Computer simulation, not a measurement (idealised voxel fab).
Herein follows the process module entitled voxel capacitor over wiring.
Pictured: cross-section cut, 140 nm wide, on a grid of 5 nm square cells.
Reading order for cross-sections: top band down to bottom band. Underlying form: a grid of square cells. Band size: one or more rows of cells. This entry defines a band. It first specifies the height of the band's top and the height of its bottom in nm, and then specifies the band's materials from left to right, stating each material with its width in nm. The word "all across" identifies a single material that fills the band from edge to edge, while the word "air" identifies empty space. Heights from 0 (as-received wafer is one material below). Bottom band endless downward, as "0 down". A two-number width, for instance "30->40", indicates that the width is equal to the first number in the top row of the band and to the second number in the bottom row, and that it changes by a constant amount per row of cells. "all unchanged" -> step changed no cross-section cell. Look at "Closed empty spaces" for the closed voids: empty spaces with no open path to the top, sized 8 cells or up. Each is width x height at distance, distance from the left edge, all nm. Text after the settings on a step's line: the simulator's own remark on that step. For masked steps, "overlay nm" on the step line gives how far right of plan the mask actually lay; a minus sign means it lay to the left.
PLANNED STEP LIST FOR THE PROCESS
1: RECEIVE [material Si]
2: CONFORMAL_DEP [material SiO2] [thk nm 15]
3: DIRECTIONAL_DEP [material TiN] [thk nm 5]
4: DIRECTIONAL_DEP [material W] [thk nm 25]
5: MASKED_ETCH [tone cover] [mask id METAL_1] [width nm 20] [pitch nm 75] [etch materials W] [depth nm 25] [overlay nm 0]
6: MASKED_ETCH [tone cover] [mask id METAL_1] [width nm 20] [pitch nm 75] [etch materials TiN] [depth nm 5] [overlay nm 0]
7: FILL_DEP [material lowk] [thk nm 5]
8: CMP [height nm 45]
9: CONFORMAL_DEP [material SiCN] [thk nm 5]
10: DIRECTIONAL_DEP [material lowk] [thk nm 15]
11: PATTERN [tone open] [mask id PLUG_1] [material resist] [width nm 15] [thk nm 20] [overlay nm 0]
12: DIRECTIONAL_ETCH [etch materials lowk] [depth nm 15]
13: DIRECTIONAL_ETCH [etch materials SiCN] [depth nm 5]
14: STRIP [etch materials resist]
15: EPI [material Ru] [thk nm 10]
16: EPI [material Ru] [thk nm 10]
17: DIRECTIONAL_DEP [material TiN] [thk nm 5]
18: DIRECTIONAL_DEP [material SiN] [thk nm 5]
19: DIRECTIONAL_DEP [material TiN] [thk nm 10]
20: PATTERN [tone cover] [mask id UPPER_PLATE] [material resist] [width nm 60] [thk nm 20] [overlay nm 0]
21: DIRECTIONAL_ETCH [etch materials TiN] [depth nm 10]
22: DIRECTIONAL_ETCH [etch materials SiN] [depth nm 5]
23: STRIP [etch materials resist]
24: DIRECTIONAL_DEP [material aC] [thk nm 10]
25: PATTERN [tone cover] [mask id LOWER_PLATE] [material resist] [width nm 70] [thk nm 30] [overlay nm 0]
26: DIRECTIONAL_ETCH [etch materials aC] [depth nm 10]
27: STRIP [etch materials resist]
28: DIRECTIONAL_ETCH [etch materials TiN] [depth nm 5]
29: STRIP [etch materials aC]
30: FILL_DEP [material SiO2] [thk nm 15]
31: CMP [height nm 95]
32: MASKED_ETCH [tone open] [mask id PLUG_2] [width nm 15] [etch materials SiO2] [depth nm 10] [overlay nm 0]
33: CONFORMAL_DEP [material TiN] [thk nm 5]
34: FILL_DEP [material Cu] [thk nm 5]
35: CMP [height nm 95]
36: CONFORMAL_DEP [material SiCN] [thk nm 5]
The plan shows the width nm of step 11 as the first wafer had it; this setting differs between the wafers, which start out alike.
CROSS-SECTION OF THE FIRST OF SEVERAL WAFERS AS RECEIVED (AFTER STEP 1)
    0 down = Si all across
    Closed empty spaces: none
CROSS-SECTION OF THE FIRST OF SEVERAL WAFERS, TAKEN AFTER STEP 36, WHERE THE MODULE ENDS
    100 to 95 = SiCN all across
    95 to 90 = 35 SiO2  5 TiN  5 Cu  5 TiN  90 SiO2
    90 to 85 = 35 SiO2  15 TiN  90 SiO2
    85 to 75 = 25 SiO2  60 TiN  55 SiO2
    75 to 70 = 25 SiO2  60 SiN  55 SiO2
    70 to 65 = 20 SiO2  70 TiN  50 SiO2
    65 to 50 = 25 lowk  15 Ru  100 lowk
    50 to 45 = 25 SiCN  15 Ru  100 SiCN
    45 to 20 = 20 lowk  20 W  55 lowk  20 W  25 lowk
    20 to 15 = 20 lowk  20 TiN  55 lowk  20 TiN  25 lowk
    15 to 0 = SiO2 all across
    0 down = Si all across
    Closed empty spaces: none
A CROSS-SECTION THROUGH THE LAST WAFER AT THE CLOSE OF THE MODULE
    100 to 95 = SiCN all across
    95 to 90 = 35 SiO2  5 TiN  5 Cu  5 TiN  90 SiO2
    90 to 85 = 35 SiO2  15 TiN  90 SiO2
    85 to 75 = 25 SiO2  60 TiN  55 SiO2
    75 to 70 = 25 SiO2  60 SiN  55 SiO2
    70 to 65 = 20 SiO2  70 TiN  50 SiO2
    65 to 50 = 20 lowk  30 Ru  90 lowk
    50 to 45 = 20 SiCN  30 Ru  90 SiCN
    45 to 20 = 20 lowk  20 W  55 lowk  20 W  25 lowk
    20 to 15 = 20 lowk  20 TiN  55 lowk  20 TiN  25 lowk
    15 to 0 = SiO2 all across
    0 down = Si all across
    Closed empty spaces: none
SO IN THIS TABLE EVERY WAFER GETS ITS OWN ROW, AND WHAT YOU SEE IS WHERE IT STANDS AT THE END OF THE MODULE: FOR EACH MATERIAL, HOW MANY CELLS IT PICKED UP (+) OR GAVE UP (-) SINCE WE RECEIVED IT, AND AFTER THAT ITS CLOSED VOIDS
width nm 15; +1 Cu; +12 Ru; +53 SiCN; +12 SiN; +196 SiO2; +51 TiN; +40 W; +195 lowk; Closed empty spaces: none
width nm 20; +1 Cu; +16 Ru; +52 SiCN; +12 SiN; +196 SiO2; +51 TiN; +40 W; +192 lowk; Closed empty spaces: none
width nm 25; +1 Cu; +20 Ru; +51 SiCN; +12 SiN; +196 SiO2; +51 TiN; +40 W; +189 lowk; Closed empty spaces: none
width nm 30; +1 Cu; +24 Ru; +50 SiCN; +12 SiN; +196 SiO2; +51 TiN; +40 W; +186 lowk; Closed empty spaces: none
